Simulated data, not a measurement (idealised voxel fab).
process module | voxel spacer lines
cross-section cut | 235 nm wide | cells 5 nm
A cross-section is a grid of square cells, given in bands from the top down. A band is one or more rows of cells.
Each band's line starts with the height of the band's top and of its bottom, in nm. Then come its materials from left to right, each with its width in nm. One material with "throughout" fills the band from edge to edge. "air" is empty space.
Height 0 is the level under which the wafer as received is all one material. The lowest band goes on downwards, as in "0 down".
A width such as "30 to 40" changes by the same amount from each row of cells to the next, from the band's top row to its bottom row.
"no change" after a step means that no cell of the cross-section changed.
closed voids: empty space of 8 cells or more with no open way to the top, each as width x height at its distance from the left edge, in nm
after a step's settings: what the simulator itself notes on the step
overlay nm, on a step with a mask: how far to the right of its planned place the mask lay; to the left if negative
plan
1 op RECEIVE | material Si
2 op CONFORMAL_DEP | material Al2O3 | thk nm 10
3 op DIRECTIONAL_DEP | material SiN | thk nm 15
4 op DIRECTIONAL_DEP | material polySi | thk nm 20
5 op PATTERN | tone cover | mask id MANDREL | material resist | width nm 15 | pitch nm 70 | thk nm 25 | overlay nm 0
6 op DIRECTIONAL_ETCH | etch materials polySi | depth nm 20
7 op STRIP | etch materials resist
8 op CONFORMAL_DEP | material SiO2 | thk nm 15
9 op DIRECTIONAL_ETCH | etch materials SiO2 | depth nm 15
10 op STRIP | etch materials polySi
11 op DIRECTIONAL_ETCH | etch materials SiN | depth nm 15
12 op STRIP | etch materials SiO2
13 op FILL_DEP | material lowk | thk nm 5
14 op CMP | height nm 25
varied across the wafers: width nm of step 5. The plan shows the first wafer's value. All wafers start alike
first wafer as received, after step 1
  0 down: Si throughout
  closed voids: none
each wafer at the end: cells of each material gained (+) or lost (-) since it was received, then its closed voids
width nm 15 | +94 Al2O3 | +36 SiN | +105 lowk | closed voids: none
width nm 20 | +94 Al2O3 | +36 SiN | +105 lowk | closed voids: none
width nm 25 | +94 Al2O3 | +36 SiN | +105 lowk | closed voids: none
width nm 30 | +94 Al2O3 | +36 SiN | +105 lowk | closed voids: none
width nm 35 | +94 Al2O3 | +36 SiN | +105 lowk | closed voids: none
